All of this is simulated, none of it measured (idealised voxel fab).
The following is a process module called voxel wiring stack.
This is section cut - it's 210 nm across, gridded in 5 nm square cells.
We lay out every cross-section as a grid of square cells and spell it out in bands from the top down, where one band means one or more rows of cells. Top, bottom (nm), then materials left to right with widths (nm); lone material tagged "full width" fills the whole band edge to edge; "blank" = empty space. Below 0: as-received wafer, all one material; heights counted from there. Lowest band: no bottom, goes on down, written "0 and below". It should be noted that a width expressed as "30->40" varies in equal increments from row to row of cells within the band, taking the value of the first number at the top row and that of the second number at the bottom row. Key: "remains unaltered" - step with no changed cell in the cross-section. The list in "Unvented cavities" covers empty spaces of 8 cells or more that cannot reach the top through any open way, and it gives each as width x height at distance; the distance is from the left edge, and width, height and distance are in nm. The remark found on a step's line after its settings is issued by the simulator itself and pertains to that step. overlay nm: how far to the right of its planned place the mask lay on this masked step (negative: to the left). Reading guide: pairs of cross-sections, before and after one process step; after view cut off at lowest changed band; step and settings listed under each pair. Pairs may stem from different runs of this module on the same starting wafer; continuity with the pair above only where the "Before the process" entry states it.

## Before the process
- 130 down to 95  SiO2 20, then blank 15, then SiO2 30, then blank 15, then SiO2 30, then blank 15, then SiO2 30, then blank 15, then SiO2 40
- 95 down to 90  SiCN full width
- 90 down to 65  lowk 20, then W 30, then lowk 15, then W 30, then lowk 15, then W 30, then lowk 15, then W 30, then lowk 25
- 65 down to 60  lowk 20, then TiN 30, then lowk 15, then TiN 30, then lowk 15, then TiN 30, then lowk 15, then TiN 30, then lowk 25
- 60 down to 40  lowk 20, then TiN 5, then Ru 5, then TiN 5, then lowk 30, then TiN 5, then Ru 5, then TiN 5, then lowk 30, then TiN 5, then Ru 5, then TiN 5, then lowk 30, then TiN 5, then Ru 5, then TiN 5, then lowk 40
- 40 down to 35  SiCN 20, then TiN 15, then SiCN 30, then TiN 15, then SiCN 30, then TiN 15, then SiCN 30, then TiN 15, then SiCN 40
- 35 down to 20  lowk 20, then TiN 5, then W 20, then TiN 5, then lowk 15, then TiN 5, then W 20, then TiN 5, then lowk 15, then TiN 5, then W 20, then TiN 5, then lowk 15, then TiN 5, then W 20, then TiN 5, then lowk 25
- 20 down to 15  SiCN 20, then TiN 30, then SiCN 15, then TiN 30, then SiCN 15, then TiN 30, then SiCN 15, then TiN 30, then SiCN 25
- 15 down to 0  SiO2 full width
- 0 and below  Si full width
- Unvented cavities: none

## Section After Processing
- 145 down to 130  SiN 20, then blank 15, then SiN 30, then blank 15, then SiN 30, then blank 15, then SiN 30, then blank 15, then SiN 40
- 130 down to 110  SiO2 20, then blank 15, then SiO2 30, then blank 15, then SiO2 30, then blank 15, then SiO2 30, then blank 15, then SiO2 40
- 110 down to 95  SiO2 20, then SiN 15, then SiO2 30, then SiN 15, then SiO2 30, then SiN 15, then SiO2 30, then SiN 15, then SiO2 40
- Whatever lies below 95 is exactly as it was before.
- Unvented cavities: none
In between the before and after cross-sections above, the step is DIRECTIONAL_DEP, material SiN, thk nm 15

Before the process: no separate figure, the pair right above already shows it after its step.

## Section After Processing
- 175 down to 145  resist 20, then blank 30, then resist 15, then blank 30, then resist 15, then blank 30, then resist 15, then blank 30, then resist 25
- Whatever lies below 145 is exactly as it was before.
- Unvented cavities: none
In between the before and after cross-sections above, the step is PATTERN, tone open, mask id METAL_3, material resist, width nm 30, pitch nm 45, thk nm 30, overlay nm 0

Before the process: no separate figure, the pair right above already shows it after its step.

## Section After Processing
- 160 down to 145  resist 20, then blank 30, then resist 15, then blank 30, then resist 15, then blank 30, then resist 15, then blank 30, then resist 25
- Whatever lies below 145 is exactly as it was before.
- Unvented cavities: none
In between the before and after cross-sections above, the step is DIRECTIONAL_ETCH, etch materials aC, depth nm 15

Before the process: no separate figure, the pair right above already shows it after its step.

## Section After Processing
- 145 down to 130  SiN 20, then blank 15, then SiN 30, then blank 15, then SiN 30, then blank 15, then SiN 30, then blank 15, then SiN 40
- Whatever lies below 130 is exactly as it was before.
- Unvented cavities: none
In between the before and after cross-sections above, the step is STRIP, etch materials resist

Before the process: no separate figure, the pair right above already shows it after its step.

## Section After Processing
- 150 down to 145  TiN 25, then blank 5, then TiN 40, then blank 5, then TiN 40, then blank 5, then TiN 40, then blank 5, then TiN 45
- 145 down to 130  SiN 20, then TiN 5, then blank 5, then TiN 5, then SiN 30, then TiN 5, then blank 5, then TiN 5, then SiN 30, then TiN 5, then blank 5, then TiN 5, then SiN 30, then TiN 5, then blank 5, then TiN 5, then SiN 40
- 130 down to 115  SiO2 20, then TiN 5, then blank 5, then TiN 5, then SiO2 30, then TiN 5, then blank 5, then TiN 5, then SiO2 30, then TiN 5, then blank 5, then TiN 5, then SiO2 30, then TiN 5, then blank 5, then TiN 5, then SiO2 40
- 115 down to 110  SiO2 20, then TiN 15, then SiO2 30, then TiN 15, then SiO2 30, then TiN 15, then SiO2 30, then TiN 15, then SiO2 40
- Whatever lies below 110 is exactly as it was before.
- Unvented cavities: none
In between the before and after cross-sections above, the step is CONFORMAL_DEP, material TiN, thk nm 5

Before the process: no separate figure, the pair right above already shows it after its step.

## Section After Processing
- 160 down to 150  Ru full width
- 150 down to 145  TiN 25, then Ru 5, then TiN 40, then Ru 5, then TiN 40, then Ru 5, then TiN 40, then Ru 5, then TiN 45
- 145 down to 130  SiN 20, then TiN 5, then Ru 5, then TiN 5, then SiN 30, then TiN 5, then Ru 5, then TiN 5, then SiN 30, then TiN 5, then Ru 5, then TiN 5, then SiN 30, then TiN 5, then Ru 5, then TiN 5, then SiN 40
- 130 down to 115  SiO2 20, then TiN 5, then Ru 5, then TiN 5, then SiO2 30, then TiN 5, then Ru 5, then TiN 5, then SiO2 30, then TiN 5, then Ru 5, then TiN 5, then SiO2 30, then TiN 5, then Ru 5, then TiN 5, then SiO2 40
- Whatever lies below 115 is exactly as it was before.
- Unvented cavities: none
In between the before and after cross-sections above, the step is FILL_DEP, material Ru, thk nm 10

Before the process: no separate figure, the pair right above already shows it after its step.

## Section After Processing
- 130 down to 115  SiO2 20, then TiN 5, then Ru 5, then TiN 5, then SiO2 30, then TiN 5, then Ru 5, then TiN 5, then SiO2 30, then TiN 5, then Ru 5, then TiN 5, then SiO2 30, then TiN 5, then Ru 5, then TiN 5, then SiO2 40
- Whatever lies below 115 is exactly as it was before.
- Unvented cavities: none
In between the before and after cross-sections above, the step is CMP, height nm 130

Before the process: no separate figure, the pair right above already shows it after its step.

## Section After Processing
- 135 down to 130  SiN full width
- Whatever lies below 130 is exactly as it was before.
- Unvented cavities: none
In between the before and after cross-sections above, the step is CONFORMAL_DEP, material SiN, thk nm 5

## Before the process
- 145 down to 130  aC 20, then blank 15, then aC 30, then blank 15, then aC 30, then blank 15, then aC 30, then blank 15, then aC 40
- 130 down to 110  SiO2 20, then blank 15, then SiO2 30, then blank 15, then SiO2 30, then blank 15, then SiO2 30, then blank 15, then SiO2 40
- 110 down to 95  SiO2 20, then aC 15, then SiO2 30, then aC 15, then SiO2 30, then aC 15, then SiO2 30, then aC 15, then SiO2 40
- 95 down to 90  SiCN full width
- 90 down to 65  lowk 20, then W 30, then lowk 15, then W 30, then lowk 15, then W 30, then lowk 15, then W 30, then lowk 25
- 65 down to 60  lowk 20, then TiN 30, then lowk 15, then TiN 30, then lowk 15, then TiN 30, then lowk 15, then TiN 30, then lowk 25
- 60 down to 40  lowk 20, then TiN 5, then Ru 5, then TiN 5, then lowk 30, then TiN 5, then Ru 5, then TiN 5, then lowk 30, then TiN 5, then Ru 5, then TiN 5, then lowk 30, then TiN 5, then Ru 5, then TiN 5, then lowk 40
- 40 down to 35  SiCN 20, then TiN 15, then SiCN 30, then TiN 15, then SiCN 30, then TiN 15, then SiCN 30, then TiN 15, then SiCN 40
- 35 down to 20  lowk 20, then TiN 5, then W 20, then TiN 5, then lowk 15, then TiN 5, then W 20, then TiN 5, then lowk 15, then TiN 5, then W 20, then TiN 5, then lowk 15, then TiN 5, then W 20, then TiN 5, then lowk 25
- 20 down to 15  SiCN 20, then TiN 30, then SiCN 15, then TiN 30, then SiCN 15, then TiN 30, then SiCN 15, then TiN 30, then SiCN 25
- 15 down to 0  SiO2 full width
- 0 and below  Si full width
- Unvented cavities: none

## Section After Processing
- 175 down to 145  blank 20, then resist 30, then blank 15, then resist 30, then blank 15, then resist 30, then blank 15, then resist 30, then blank 25
- 145 down to 130  aC 20, then resist 15, then aC 30, then resist 15, then aC 30, then resist 15, then aC 30, then resist 15, then aC 40
- 130 down to 110  SiO2 20, then resist 15, then SiO2 30, then resist 15, then SiO2 30, then resist 15, then SiO2 30, then resist 15, then SiO2 40
- Whatever lies below 110 is exactly as it was before.
- Unvented cavities: none
In between the before and after cross-sections above, the step is PATTERN, tone cover, mask id METAL_3, material resist, width nm 30, pitch nm 45, thk nm 30, overlay nm 0

Before the process: no separate figure, the pair right above already shows it after its step.

## Section After Processing
- 160 down to 145  blank 20, then resist 30, then blank 15, then resist 30, then blank 15, then resist 30, then blank 15, then resist 30, then blank 25
- 145 down to 130  blank 20, then resist 15, then aC 15, then blank 15, then resist 15, then aC 15, then blank 15, then resist 15, then aC 15, then blank 15, then resist 15, then aC 15, then blank 25
- Whatever lies below 130 is exactly as it was before.
- Unvented cavities: none
In between the before and after cross-sections above, the step is DIRECTIONAL_ETCH, etch materials aC, depth nm 15

Before the process: no separate figure, the pair right above already shows it after its step.

## Section After Processing
- 145 down to 130  blank 35, then aC 15, then blank 30, then aC 15, then blank 30, then aC 15, then blank 30, then aC 15, then blank 25
- 130 down to 110  SiO2 20, then blank 15, then SiO2 30, then blank 15, then SiO2 30, then blank 15, then SiO2 30, then blank 15, then SiO2 40
- Whatever lies below 110 is exactly as it was before.
- Unvented cavities: none
In between the before and after cross-sections above, the step is STRIP, etch materials resist

Before the process: no separate figure, the pair right above already shows it after its step.

## Section After Processing
- 145 down to 130  blank 35, then aC 15, then blank 30, then aC 15, then blank 30, then aC 15, then blank 30, then aC 15, then blank 25
- 130 down to 110  blank 35, then SiO2 15, then blank 30, then SiO2 15, then blank 30, then SiO2 15, then blank 30, then SiO2 15, then blank 25
- Whatever lies below 110 is exactly as it was before.
- Unvented cavities: none
In between the before and after cross-sections above, the step is DIRECTIONAL_ETCH, etch materials SiO2, depth nm 20

Before the process: no separate figure, the pair right above already shows it after its step.

## Section After Processing
- 130 down to 110  blank 35, then SiO2 15, then blank 30, then SiO2 15, then blank 30, then SiO2 15, then blank 30, then SiO2 15, then blank 25
- 110 down to 95  SiO2 20, then blank 15, then SiO2 30, then blank 15, then SiO2 30, then blank 15, then SiO2 30, then blank 15, then SiO2 40
- Whatever lies below 95 is exactly as it was before.
- Unvented cavities: none
In between the before and after cross-sections above, the step is STRIP, etch materials aC

Before the process: no separate figure, the pair right above already shows it after its step.

## Section After Processing
- 135 down to 130  blank 30, then TiN 25, then blank 20, then TiN 25, then blank 20, then TiN 25, then blank 20, then TiN 25, then blank 20
- 130 down to 115  blank 30, then TiN 5, then SiO2 15, then TiN 5, then blank 20, then TiN 5, then SiO2 15, then TiN 5, then blank 20, then TiN 5, then SiO2 15, then TiN 5, then blank 20, then TiN 5, then SiO2 15, then TiN 5, then blank 20
- 115 down to 110  TiN 25, then blank 5, then TiN 5, then SiO2 15, then TiN 20, then blank 5, then TiN 5, then SiO2 15, then TiN 20, then blank 5, then TiN 5, then SiO2 15, then TiN 20, then blank 5, then TiN 5, then SiO2 15, then TiN 25
- 110 down to 100  SiO2 20, then TiN 5, then blank 5, then TiN 5, then SiO2 30, then TiN 5, then blank 5, then TiN 5, then SiO2 30, then TiN 5, then blank 5, then TiN 5, then SiO2 30, then TiN 5, then blank 5, then TiN 5, then SiO2 40
- 100 down to 95  SiO2 20, then TiN 15, then SiO2 30, then TiN 15, then SiO2 30, then TiN 15, then SiO2 30, then TiN 15, then SiO2 40
- Whatever lies below 95 is exactly as it was before.
- Unvented cavities: none
In between the before and after cross-sections above, the step is CONFORMAL_DEP, material TiN, thk nm 5

Before the process: no separate figure, the pair right above already shows it after its step.

## Section After Processing
- 145 down to 135  Ru full width
- 135 down to 130  Ru 30, then TiN 25, then Ru 20, then TiN 25, then Ru 20, then TiN 25, then Ru 20, then TiN 25, then Ru 20
- 130 down to 115  Ru 30, then TiN 5, then SiO2 15, then TiN 5, then Ru 20, then TiN 5, then SiO2 15, then TiN 5, then Ru 20, then TiN 5, then SiO2 15, then TiN 5, then Ru 20, then TiN 5, then SiO2 15, then TiN 5, then Ru 20
- 115 down to 110  TiN 25, then Ru 5, then TiN 5, then SiO2 15, then TiN 20, then Ru 5, then TiN 5, then SiO2 15, then TiN 20, then Ru 5, then TiN 5, then SiO2 15, then TiN 20, then Ru 5, then TiN 5, then SiO2 15, then TiN 25
- 110 down to 100  SiO2 20, then TiN 5, then Ru 5, then TiN 5, then SiO2 30, then TiN 5, then Ru 5, then TiN 5, then SiO2 30, then TiN 5, then Ru 5, then TiN 5, then SiO2 30, then TiN 5, then Ru 5, then TiN 5, then SiO2 40
- Whatever lies below 100 is exactly as it was before.
- Unvented cavities: none
In between the before and after cross-sections above, the step is FILL_DEP, material Ru, thk nm 10

Before the process: no separate figure, the pair right above already shows it after its step.

## Section After Processing
- 130 down to 115  Ru 30, then TiN 5, then SiO2 15, then TiN 5, then Ru 20, then TiN 5, then SiO2 15, then TiN 5, then Ru 20, then TiN 5, then SiO2 15, then TiN 5, then Ru 20, then TiN 5, then SiO2 15, then TiN 5, then Ru 20
- Whatever lies below 115 is exactly as it was before.
- Unvented cavities: none
In between the before and after cross-sections above, the step is CMP, height nm 130

Before the process: no separate figure, the pair right above already shows it after its step.

## Section After Processing
- 135 down to 130  SiN full width
- Whatever lies below 130 is exactly as it was before.
- Unvented cavities: none
In between the before and after cross-sections above, the step is CONFORMAL_DEP, material SiN, thk nm 5
